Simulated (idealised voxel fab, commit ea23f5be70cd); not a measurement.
Herein follows the process module entitled voxel transistor to metal.
Section cut is 170 nm wide and gridded with 5 nm square cells.
Cross-sections here: square-cell grids, written as top-down lists of bands, a band being one or more rows of cells.
Heights first: top, then bottom, in nm. Then materials, left to right, each with a width in nm. "throughout" on a single material: fills the band edge to edge. "air": empty space.
Height datum 0, below which the as-received substrate wafer is one material. Lowest band open at the bottom, running downward: "0 -> down".
Read "30..40" as a graded width: first number on top, second number at the bottom, same change between each pair of neighbouring rows.
Take "no alterations made" at face value: in the step it is given for, the cross-section changed in none of its cells.
Entry "Tabulated closed voids". Content: empty spaces with no open connection to the top, size 8 cells or greater. Each: width x height at distance. Distance: from left edge. Unit: nm.
On a step's line, text after the settings is the simulator commenting on that step.
A step line may carry the setting "overlay nm", which, for steps involving a mask, states the distance by which the mask lay to the right of its intended position; negative values denote displacement to the left.

## The process steps that were planned are listed below
| 1 | RECEIVE [material Si] |
| 2 | OXIDIZE [depth nm 5] |
| 3 | CONFORMAL_DEP [material SiN] [thk nm 10] |
| 4 | DIRECTIONAL_DEP [material aC] [thk nm 10] |
| 5 | PATTERN [tone cover] [mask id ACTIVE] [material resist] [width nm 105] [thk nm 25] [overlay nm 0] |
| 6 | DIRECTIONAL_ETCH [etch materials aC] [depth nm 10] |
| 7 | STRIP [etch materials resist] |
| 8 | DIRECTIONAL_ETCH [etch materials SiN] [depth nm 10] |
| 9 | DIRECTIONAL_ETCH [etch materials SiO2] [depth nm 5] |
| 10 | DIRECTIONAL_ETCH [etch materials Si] [depth nm 30] |
| 11 | STRIP [etch materials aC] |
| 12 | FILL_DEP [material SiO2] [thk nm 10] |
| 13 | CMP [height nm 10] |
| 14 | SELECTIVE_ETCH [etch materials SiO2] [depth nm 10] |
| 15 | STRIP [etch materials SiN] |
| 16 | SELECTIVE_ETCH [etch materials SiO2] [depth nm 5] |
| 17 | OXIDIZE [depth nm 5] |
| 18 | DIRECTIONAL_DEP [material polySi] [thk nm 30] |
| 19 | DIRECTIONAL_DEP [material SiCN] [thk nm 15] |
| 20 | DIRECTIONAL_DEP [material aC] [thk nm 10] |
| 21 | PATTERN [tone cover] [mask id GATE] [material resist] [width nm 25] [thk nm 25] [overlay nm 0] |
| 22 | DIRECTIONAL_ETCH [etch materials aC] [depth nm 10] |
| 23 | STRIP [etch materials resist] |
| 24 | DIRECTIONAL_ETCH [etch materials SiCN] [depth nm 25] |
| 25 | DIRECTIONAL_ETCH [etch materials polySi] [depth nm 40] |
| 26 | STRIP [etch materials aC] |
| 27 | CONFORMAL_DEP [material SiN] [thk nm 10] |
| 28 | DIRECTIONAL_ETCH [etch materials SiN] [depth nm 10] |
| 29 | DIRECTIONAL_ETCH [etch materials SiO2] [depth nm 5] |
| 30 | DIRECTIONAL_ETCH [etch materials Si] [depth nm 5] |
| 31 | EPI [material nSi] [thk nm 5] |
| 32 | FILL_DEP [material SiO2] [thk nm 5] |
| 33 | CMP [height nm 25] |
| 34 | STRIP [etch materials polySi] |
| 35 | SELECTIVE_ETCH [etch materials SiO2] [depth nm 5] |
| 36 | CONFORMAL_DEP [material HfO2] [thk nm 5] |
| 37 | CONFORMAL_DEP [material TiN] [thk nm 5] |
| 38 | FILL_DEP [material W] [thk nm 5] |
| 39 | CMP [height nm 20] |
| 40 | DIRECTIONAL_DEP [material SiO2] [thk nm 10] |
| 41 | MASKED_ETCH [tone open] [mask id CONTACT] [width nm 20] [pitch nm 75] [etch materials SiO2] [depth nm 40] [overlay nm 0] |
| 42 | CONFORMAL_DEP [material TiN] [thk nm 5] |
| 43 | FILL_DEP [material Ru] [thk nm 10] |
| 44 | CMP [height nm 30] |
| 45 | CONFORMAL_DEP [material SiCN] [thk nm 5] |
| 46 | DIRECTIONAL_DEP [material SiO2] [thk nm 25] |
| 47 | DIRECTIONAL_DEP [material aC] [thk nm 10] |
| 48 | PATTERN [tone open] [mask id METAL_1] [material resist] [width nm 20] [pitch nm 75] [thk nm 30] [overlay nm 0] |
| 49 | DIRECTIONAL_ETCH [etch materials aC] [depth nm 10] |
| 50 | STRIP [etch materials resist] |
| 51 | DIRECTIONAL_ETCH [etch materials SiO2] [depth nm 25] |
| 52 | DIRECTIONAL_ETCH [etch materials SiCN] [depth nm 5] |
| 53 | STRIP [etch materials aC] |
| 54 | CONFORMAL_DEP [material TiN] [thk nm 5] |
| 55 | FILL_DEP [material Cu] [thk nm 5] |
| 56 | CMP [height nm 60] |
| 57 | CONFORMAL_DEP [material SiN] [thk nm 5] |

## First wafer out of two, processed as planned

## Incoming wafer in cross-section (state: after step 1)
- 0 -> down | Si throughout
- Tabulated closed voids: none

## So this is the wafer cross-section right after step 2
- 0 -> -5 | SiO2 throughout
- Note: structure below -5 unchanged.

## So this is the wafer cross-section right after step 3
- 10 -> 0 | SiN throughout
- Note: structure below 0 unchanged.

## So this is the wafer cross-section right after step 4
- 20 -> 10 | aC throughout
- Note: structure below 10 unchanged.

## So this is the wafer cross-section right after step 5
- 45 -> 20 | air (30), then resist (105), then air (35)
- Note: structure below 20 unchanged.

## So this is the wafer cross-section right after step 6
- 35 -> 20 | air (30), then resist (105), then air (35)
- 20 -> 10 | air (30), then aC (105), then air (35)
- Note: structure below 10 unchanged.

## So this is the wafer cross-section right after step 7
- 20 -> 10 | air (30), then aC (105), then air (35)
- Note: structure below 10 unchanged.

## So this is the wafer cross-section right after step 8
- 20 -> 10 | air (30), then aC (105), then air (35)
- 10 -> 0 | air (30), then SiN (105), then air (35)
- Note: structure below 0 unchanged.

## So this is the wafer cross-section right after step 9
- 20 -> 10 | air (30), then aC (105), then air (35)
- 10 -> 0 | air (30), then SiN (105), then air (35)
- 0 -> -5 | air (30), then SiO2 (105), then air (35)
- Note: structure below -5 unchanged.

## So this is the wafer cross-section right after step 10
- 20 -> 10 | air (30), then aC (105), then air (35)
- 10 -> 0 | air (30), then SiN (105), then air (35)
- 0 -> -5 | air (30), then SiO2 (105), then air (35)
- -5 -> -35 | air (30), then Si (105), then air (35)
- Note: structure below -35 unchanged.

## So this is the wafer cross-section right after step 11
- 10 -> 0 | air (30), then SiN (105), then air (35)
- Note: structure below 0 unchanged.

## So this is the wafer cross-section right after step 12
- 20 -> 10 | SiO2 throughout
- 10 -> 0 | SiO2 (30), then SiN (105), then SiO2 (35)
- 0 -> -5 | SiO2 throughout
- -5 -> -35 | SiO2 (30), then Si (105), then SiO2 (35)
- Note: structure below -35 unchanged.

## So this is the wafer cross-section right after step 13
- 10 -> 0 | SiO2 (30), then SiN (105), then SiO2 (35)
- Note: structure below 0 unchanged.

## So this is the wafer cross-section right after step 14
- 10 -> 0 | air (30), then SiN (105), then air (35)
- Note: structure below 0 unchanged.

## So this is the wafer cross-section right after step 15
- 0 -> -5 | SiO2 throughout
- Note: structure below -5 unchanged.

## So this is the wafer cross-section right after step 16
- -5 -> -35 | SiO2 (30), then Si (105), then SiO2 (35)
- Note: structure below -35 unchanged.

## So this is the wafer cross-section right after step 17
- -5 -> -10 | SiO2 throughout
- Note: structure below -10 unchanged.

## So this is the wafer cross-section right after step 18
- 25 -> -5 | polySi throughout
- Note: structure below -5 unchanged.

## So this is the wafer cross-section right after step 19
- 40 -> 25 | SiCN throughout
- Note: structure below 25 unchanged.

## So this is the wafer cross-section right after step 20
- 50 -> 40 | aC throughout
- Note: structure below 40 unchanged.

## So this is the wafer cross-section right after step 21
- 75 -> 50 | air (70), then resist (25), then air (75)
- Note: structure below 50 unchanged.

## So this is the wafer cross-section right after step 22
- 65 -> 50 | air (70), then resist (25), then air (75)
- 50 -> 40 | air (70), then aC (25), then air (75)
- Note: structure below 40 unchanged.

## So this is the wafer cross-section right after step 23
- 50 -> 40 | air (70), then aC (25), then air (75)
- Note: structure below 40 unchanged.

## So this is the wafer cross-section right after step 24
- 50 -> 40 | air (70), then aC (25), then air (75)
- 40 -> 25 | air (70), then SiCN (25), then air (75)
- Note: structure below 25 unchanged.

## So this is the wafer cross-section right after step 25
- 50 -> 40 | air (70), then aC (25), then air (75)
- 40 -> 25 | air (70), then SiCN (25), then air (75)
- 25 -> -5 | air (70), then polySi (25), then air (75)
- Note: structure below -5 unchanged.

## So this is the wafer cross-section right after step 26
- 40 -> 25 | air (70), then SiCN (25), then air (75)
- Note: structure below 25 unchanged.

## So this is the wafer cross-section right after step 27
- 50 -> 40 | air (60), then SiN (45), then air (65)
- 40 -> 25 | air (60), then SiN (10), then SiCN (25), then SiN (10), then air (65)
- 25 -> 5 | air (60), then SiN (10), then polySi (25), then SiN (10), then air (65)
- 5 -> -5 | SiN (70), then polySi (25), then SiN (75)
- Note: structure below -5 unchanged.

## So this is the wafer cross-section right after step 28
- 40 -> 25 | air (60), then SiN (10), then SiCN (25), then SiN (10), then air (65)
- 25 -> -5 | air (60), then SiN (10), then polySi (25), then SiN (10), then air (65)
- Note: structure below -5 unchanged.

## So this is the wafer cross-section right after step 29
- 40 -> 25 | air (60), then SiN (10), then SiCN (25), then SiN (10), then air (65)
- 25 -> -5 | air (60), then SiN (10), then polySi (25), then SiN (10), then air (65)
- -5 -> -10 | air (60), then SiO2 (45), then air (65)
- Note: structure below -10 unchanged.

## So this is the wafer cross-section right after step 30
- 40 -> 25 | air (60), then SiN (10), then SiCN (25), then SiN (10), then air (65)
- 25 -> -5 | air (60), then SiN (10), then polySi (25), then SiN (10), then air (65)
- -5 -> -10 | air (60), then SiO2 (45), then air (65)
- -10 -> -15 | SiO2 (30), then air (30), then Si (45), then air (30), then SiO2 (35)
- Note: structure below -15 unchanged.

## So this is the wafer cross-section right after step 31
- 40 -> 25 | air (60), then SiN (10), then SiCN (25), then SiN (10), then air (65)
- 25 -> -5 | air (60), then SiN (10), then polySi (25), then SiN (10), then air (65)
- -5 -> -10 | air (55), then nSi (5), then SiO2 (45), then nSi (5), then air (60)
- -10 -> -15 | SiO2 (30), then nSi (30), then Si (45), then nSi (30), then SiO2 (35)
- Note: structure below -15 unchanged.

## So this is the wafer cross-section right after step 32
- 45 -> 40 | SiO2 throughout
- 40 -> 25 | SiO2 (60), then SiN (10), then SiCN (25), then SiN (10), then SiO2 (65)
- 25 -> -5 | SiO2 (60), then SiN (10), then polySi (25), then SiN (10), then SiO2 (65)
- -5 -> -10 | SiO2 (55), then nSi (5), then SiO2 (45), then nSi (5), then SiO2 (60)
- Note: structure below -10 unchanged.

## So this is the wafer cross-section right after step 33
- 25 -> -5 | SiO2 (60), then SiN (10), then polySi (25), then SiN (10), then SiO2 (65)
- Note: structure below -5 unchanged.

## So this is the wafer cross-section right after step 34
- 25 -> -5 | SiO2 (60), then SiN (10), then air (25), then SiN (10), then SiO2 (65)
- Note: structure below -5 unchanged.

## So this is the wafer cross-section right after step 35
- 25 -> 20 | air (60), then SiN (10), then air (25), then SiN (10), then air (65)
- 20 -> -5 | SiO2 (60), then SiN (10), then air (25), then SiN (10), then SiO2 (65)
- -5 -> -10 | SiO2 (55), then nSi (5), then SiO2 (5), then air (35), then SiO2 (5), then nSi (5), then SiO2 (60)
- Note: structure below -10 unchanged.

## So this is the wafer cross-section right after step 36
- 30 -> 25 | air (55), then HfO2 (20), then air (15), then HfO2 (20), then air (60)
- 25 -> 20 | HfO2 (60), then SiN (10), then HfO2 (5), then air (15), then HfO2 (5), then SiN (10), then HfO2 (65)
- 20 -> -5 | SiO2 (60), then SiN (10), then HfO2 (5), then air (15), then HfO2 (5), then SiN (10), then SiO2 (65)
- -5 -> -10 | SiO2 (55), then nSi (5), then SiO2 (5), then HfO2 (35), then SiO2 (5), then nSi (5), then SiO2 (60)
- Note: structure below -10 unchanged.

## So this is the wafer cross-section right after step 37
- 35 -> 30 | air (50), then TiN (30), then air (5), then TiN (30), then air (55)
- 30 -> 25 | TiN (55), then HfO2 (20), then TiN (5), then air (5), then TiN (5), then HfO2 (20), then TiN (60)
- 25 -> 20 | HfO2 (60), then SiN (10), then HfO2 (5), then TiN (5), then air (5), then TiN (5), then HfO2 (5), then SiN (10), then HfO2 (65)
- 20 -> 0 | SiO2 (60), then SiN (10), then HfO2 (5), then TiN (5), then air (5), then TiN (5), then HfO2 (5), then SiN (10), then SiO2 (65)
- 0 -> -5 | SiO2 (60), then SiN (10), then HfO2 (5), then TiN (15), then HfO2 (5), then SiN (10), then SiO2 (65)
- Note: structure below -5 unchanged.

## So this is the wafer cross-section right after step 38
- 40 -> 35 | W throughout
- 35 -> 30 | W (50), then TiN (30), then W (5), then TiN (30), then W (55)
- 30 -> 25 | TiN (55), then HfO2 (20), then TiN (5), then W (5), then TiN (5), then HfO2 (20), then TiN (60)
- 25 -> 20 | HfO2 (60), then SiN (10), then HfO2 (5), then TiN (5), then W (5), then TiN (5), then HfO2 (5), then SiN (10), then HfO2 (65)
- 20 -> 0 | SiO2 (60), then SiN (10), then HfO2 (5), then TiN (5), then W (5), then TiN (5), then HfO2 (5), then SiN (10), then SiO2 (65)
- Note: structure below 0 unchanged.

## So this is the wafer cross-section right after step 39
- 20 -> 0 | SiO2 (60), then SiN (10), then HfO2 (5), then TiN (5), then W (5), then TiN (5), then HfO2 (5), then SiN (10), then SiO2 (65)
- Note: structure below 0 unchanged.

## So this is the wafer cross-section right after step 40
- 30 -> 20 | SiO2 throughout
- Note: structure below 20 unchanged.

## So this is the wafer cross-section right after step 41
- 30 -> 20 | SiO2 (35), then air (20), then SiO2 (55), then air (20), then SiO2 (40)
- 20 -> 0 | SiO2 (35), then air (20), then SiO2 (5), then SiN (10), then HfO2 (5), then TiN (5), then W (5), then TiN (5), then HfO2 (5), then SiN (10), then SiO2 (5), then air (20), then SiO2 (40)
- 0 -> -5 | SiO2 (35), then air (20), then SiO2 (5), then SiN (10), then HfO2 (5), then TiN (15), then HfO2 (5), then SiN (10), then SiO2 (5), then air (20), then SiO2 (40)
- -5 -> -10 | SiO2 (35), then air (20), then nSi (5), then SiO2 (5), then HfO2 (35), then SiO2 (5), then nSi (5), then air (20), then SiO2 (40)
- Note: structure below -10 unchanged.

## So this is the wafer cross-section right after step 42
- 35 -> 30 | TiN (40), then air (10), then TiN (65), then air (10), then TiN (45)
- 30 -> 20 | SiO2 (35), then TiN (5), then air (10), then TiN (5), then SiO2 (55), then TiN (5), then air (10), then TiN (5), then SiO2 (40)
- 20 -> 0 | SiO2 (35), then TiN (5), then air (10), then TiN (5), then SiO2 (5), then SiN (10), then HfO2 (5), then TiN (5), then W (5), then TiN (5), then HfO2 (5), then SiN (10), then SiO2 (5), then TiN (5), then air (10), then TiN (5), then SiO2 (40)
- 0 -> -5 | SiO2 (35), then TiN (5), then air (10), then TiN (5), then SiO2 (5), then SiN (10), then HfO2 (5), then TiN (15), then HfO2 (5), then SiN (10), then SiO2 (5), then TiN (5), then air (10), then TiN (5), then SiO2 (40)
- -5 -> -10 | SiO2 (35), then TiN (20), then nSi (5), then SiO2 (5), then HfO2 (35), then SiO2 (5), then nSi (5), then TiN (20), then SiO2 (40)
- Note: structure below -10 unchanged.

## So this is the wafer cross-section right after step 43
- 45 -> 35 | Ru throughout
- 35 -> 30 | TiN (40), then Ru (10), then TiN (65), then Ru (10), then TiN (45)
- 30 -> 20 | SiO2 (35), then TiN (5), then Ru (10), then TiN (5), then SiO2 (55), then TiN (5), then Ru (10), then TiN (5), then SiO2 (40)
- 20 -> 0 | SiO2 (35), then TiN (5), then Ru (10), then TiN (5), then SiO2 (5), then SiN (10), then HfO2 (5), then TiN (5), then W (5), then TiN (5), then HfO2 (5), then SiN (10), then SiO2 (5), then TiN (5), then Ru (10), then TiN (5), then SiO2 (40)
- 0 -> -5 | SiO2 (35), then TiN (5), then Ru (10), then TiN (5), then SiO2 (5), then SiN (10), then HfO2 (5), then TiN (15), then HfO2 (5), then SiN (10), then SiO2 (5), then TiN (5), then Ru (10), then TiN (5), then SiO2 (40)
- Note: structure below -5 unchanged.

## So this is the wafer cross-section right after step 44
- 30 -> 20 | SiO2 (35), then TiN (5), then Ru (10), then TiN (5), then SiO2 (55), then TiN (5), then Ru (10), then TiN (5), then SiO2 (40)
- Note: structure below 20 unchanged.

## So this is the wafer cross-section right after step 45
- 35 -> 30 | SiCN throughout
- Note: structure below 30 unchanged.

## So this is the wafer cross-section right after step 46
- 60 -> 35 | SiO2 throughout
- Note: structure below 35 unchanged.

## So this is the wafer cross-section right after step 47
- 70 -> 60 | aC throughout
- Note: structure below 60 unchanged.

## So this is the wafer cross-section right after step 48
- 100 -> 70 | resist (35), then air (20), then resist (55), then air (20), then resist (40)
- Note: structure below 70 unchanged.

## So this is the wafer cross-section right after step 49
- 90 -> 70 | resist (35), then air (20), then resist (55), then air (20), then resist (40)
- 70 -> 60 | aC (35), then air (20), then aC (55), then air (20), then aC (40)
- Note: structure below 60 unchanged.

## So this is the wafer cross-section right after step 50
- 70 -> 60 | aC (35), then air (20), then aC (55), then air (20), then aC (40)
- Note: structure below 60 unchanged.

## So this is the wafer cross-section right after step 51
- 70 -> 60 | aC (35), then air (20), then aC (55), then air (20), then aC (40)
- 60 -> 35 | SiO2 (35), then air (20), then SiO2 (55), then air (20), then SiO2 (40)
- Note: structure below 35 unchanged.

## So this is the wafer cross-section right after step 52
- 70 -> 60 | aC (35), then air (20), then aC (55), then air (20), then aC (40)
- 60 -> 35 | SiO2 (35), then air (20), then SiO2 (55), then air (20), then SiO2 (40)
- 35 -> 30 | SiCN (35), then air (20), then SiCN (55), then air (20), then SiCN (40)
- Note: structure below 30 unchanged.

## So this is the wafer cross-section right after step 53
- 60 -> 35 | SiO2 (35), then air (20), then SiO2 (55), then air (20), then SiO2 (40)
- Note: structure below 35 unchanged.

## So this is the wafer cross-section right after step 54
- 65 -> 60 | TiN (40), then air (10), then TiN (65), then air (10), then TiN (45)
- 60 -> 35 | SiO2 (35), then TiN (5), then air (10), then TiN (5), then SiO2 (55), then TiN (5), then air (10), then TiN (5), then SiO2 (40)
- 35 -> 30 | SiCN (35), then TiN (20), then SiCN (55), then TiN (20), then SiCN (40)
- Note: structure below 30 unchanged.

## So this is the wafer cross-section right after step 55
- 70 -> 65 | Cu throughout
- 65 -> 60 | TiN (40), then Cu (10), then TiN (65), then Cu (10), then TiN (45)
- 60 -> 35 | SiO2 (35), then TiN (5), then Cu (10), then TiN (5), then SiO2 (55), then TiN (5), then Cu (10), then TiN (5), then SiO2 (40)
- Note: structure below 35 unchanged.

## So this is the wafer cross-section right after step 56
- 60 -> 35 | SiO2 (35), then TiN (5), then Cu (10), then TiN (5), then SiO2 (55), then TiN (5), then Cu (10), then TiN (5), then SiO2 (40)
- Note: structure below 35 unchanged.

## So this is the wafer cross-section right after step 57
- 65 -> 60 | SiN throughout
- Note: structure below 60 unchanged.

## The Second Wafer: Common Origin and Plan, One Mistake in Execution, Identical to the First Through Step 40

## The second wafer cut through, at the time step 41 was supposed to be finished
- 30 -> 20 | SiO2 (40), then air (20), then SiO2 (55), then air (20), then SiO2 (35)
- 20 -> 0 | SiO2 (40), then air (20), then SiN (10), then HfO2 (5), then TiN (5), then W (5), then TiN (5), then HfO2 (5), then SiN (10), then SiO2 (10), then air (20), then SiO2 (35)
- 0 -> -5 | SiO2 (40), then air (20), then SiN (10), then HfO2 (5), then TiN (15), then HfO2 (5), then SiN (10), then SiO2 (10), then air (20), then SiO2 (35)
- -5 -> -10 | SiO2 (40), then air (15), then nSi (5), then SiO2 (5), then HfO2 (35), then SiO2 (5), then nSi (5), then SiO2 (5), then air (20), then SiO2 (35)
- Note: structure below -10 unchanged.

## The second wafer cut through, at the time step 42 was supposed to be finished
- 35 -> 30 | TiN (45), then air (10), then TiN (65), then air (10), then TiN (40)
- 30 -> 20 | SiO2 (40), then TiN (5), then air (10), then TiN (5), then SiO2 (55), then TiN (5), then air (10), then TiN (5), then SiO2 (35)
- 20 -> 0 | SiO2 (40), then TiN (5), then air (10), then TiN (5), then SiN (10), then HfO2 (5), then TiN (5), then W (5), then TiN (5), then HfO2 (5), then SiN (10), then SiO2 (10), then TiN (5), then air (10), then TiN (5), then SiO2 (35)
- 0 -> -5 | SiO2 (40), then TiN (5), then air (5), then TiN (10), then SiN (10), then HfO2 (5), then TiN (15), then HfO2 (5), then SiN (10), then SiO2 (10), then TiN (5), then air (10), then TiN (5), then SiO2 (35)
- -5 -> -10 | SiO2 (40), then TiN (15), then nSi (5), then SiO2 (5), then HfO2 (35), then SiO2 (5), then nSi (5), then SiO2 (5), then TiN (20), then SiO2 (35)
- Note: structure below -10 unchanged.

## The second wafer cut through, at the time step 43 was supposed to be finished
- 45 -> 35 | Ru throughout
- 35 -> 30 | TiN (45), then Ru (10), then TiN (65), then Ru (10), then TiN (40)
- 30 -> 20 | SiO2 (40), then TiN (5), then Ru (10), then TiN (5), then SiO2 (55), then TiN (5), then Ru (10), then TiN (5), then SiO2 (35)
- 20 -> 0 | SiO2 (40), then TiN (5), then Ru (10), then TiN (5), then SiN (10), then HfO2 (5), then TiN (5), then W (5), then TiN (5), then HfO2 (5), then SiN (10), then SiO2 (10), then TiN (5), then Ru (10), then TiN (5), then SiO2 (35)
- 0 -> -5 | SiO2 (40), then TiN (5), then Ru (5), then TiN (10), then SiN (10), then HfO2 (5), then TiN (15), then HfO2 (5), then SiN (10), then SiO2 (10), then TiN (5), then Ru (10), then TiN (5), then SiO2 (35)
- Note: structure below -5 unchanged.

## The second wafer cut through, at the time step 44 was supposed to be finished
- 30 -> 20 | SiO2 (40), then TiN (5), then Ru (10), then TiN (5), then SiO2 (55), then TiN (5), then Ru (10), then TiN (5), then SiO2 (35)
- Note: structure below 20 unchanged.

## The second wafer cut through, at the time step 45 was supposed to be finished
- 35 -> 30 | SiCN throughout
- Note: structure below 30 unchanged.

## The second wafer cut through, at the time step 46 was supposed to be finished
- 60 -> 35 | SiO2 throughout
- Note: structure below 35 unchanged.

## The second wafer cut through, at the time step 47 was supposed to be finished
- 70 -> 60 | aC throughout
- Note: structure below 60 unchanged.

## The second wafer cut through, at the time step 48 was supposed to be finished
- 100 -> 70 | resist (35), then air (20), then resist (55), then air (20), then resist (40)
- Note: structure below 70 unchanged.

## The second wafer cut through, at the time step 49 was supposed to be finished
- 90 -> 70 | resist (35), then air (20), then resist (55), then air (20), then resist (40)
- 70 -> 60 | aC (35), then air (20), then aC (55), then air (20), then aC (40)
- Note: structure below 60 unchanged.

## The second wafer cut through, at the time step 50 was supposed to be finished
- 70 -> 60 | aC (35), then air (20), then aC (55), then air (20), then aC (40)
- Note: structure below 60 unchanged.

## The second wafer cut through, at the time step 51 was supposed to be finished
- 70 -> 60 | aC (35), then air (20), then aC (55), then air (20), then aC (40)
- 60 -> 35 | SiO2 (35), then air (20), then SiO2 (55), then air (20), then SiO2 (40)
- Note: structure below 35 unchanged.

## The second wafer cut through, at the time step 52 was supposed to be finished
- 70 -> 60 | aC (35), then air (20), then aC (55), then air (20), then aC (40)
- 60 -> 35 | SiO2 (35), then air (20), then SiO2 (55), then air (20), then SiO2 (40)
- 35 -> 30 | SiCN (35), then air (20), then SiCN (55), then air (20), then SiCN (40)
- Note: structure below 30 unchanged.

## The second wafer cut through, at the time step 53 was supposed to be finished
- 60 -> 35 | SiO2 (35), then air (20), then SiO2 (55), then air (20), then SiO2 (40)
- Note: structure below 35 unchanged.

## The second wafer cut through, at the time step 54 was supposed to be finished
- 65 -> 60 | TiN (40), then air (10), then TiN (65), then air (10), then TiN (45)
- 60 -> 35 | SiO2 (35), then TiN (5), then air (10), then TiN (5), then SiO2 (55), then TiN (5), then air (10), then TiN (5), then SiO2 (40)
- 35 -> 30 | SiCN (35), then TiN (20), then SiCN (55), then TiN (20), then SiCN (40)
- Note: structure below 30 unchanged.

## The second wafer cut through, at the time step 55 was supposed to be finished
- 70 -> 65 | Cu throughout
- 65 -> 60 | TiN (40), then Cu (10), then TiN (65), then Cu (10), then TiN (45)
- 60 -> 35 | SiO2 (35), then TiN (5), then Cu (10), then TiN (5), then SiO2 (55), then TiN (5), then Cu (10), then TiN (5), then SiO2 (40)
- Note: structure below 35 unchanged.

## The second wafer cut through, at the time step 56 was supposed to be finished
- 60 -> 35 | SiO2 (35), then TiN (5), then Cu (10), then TiN (5), then SiO2 (55), then TiN (5), then Cu (10), then TiN (5), then SiO2 (40)
- Note: structure below 35 unchanged.

## The second wafer cut through, at the time step 57 was supposed to be finished
- 65 -> 60 | SiN throughout
- Note: structure below 60 unchanged.
what went wrong: step 41 off recipe, ran as MASKED_ETCH [tone open] [mask id CONTACT] [width nm 20] [pitch nm 75] [etch materials SiO2] [depth nm 40] [overlay nm 5]
It is noted that, at the conclusion of processing, the second wafer exhibits a higher or lower cell count for certain materials relative to the first: Ru -1; SiO2 +1
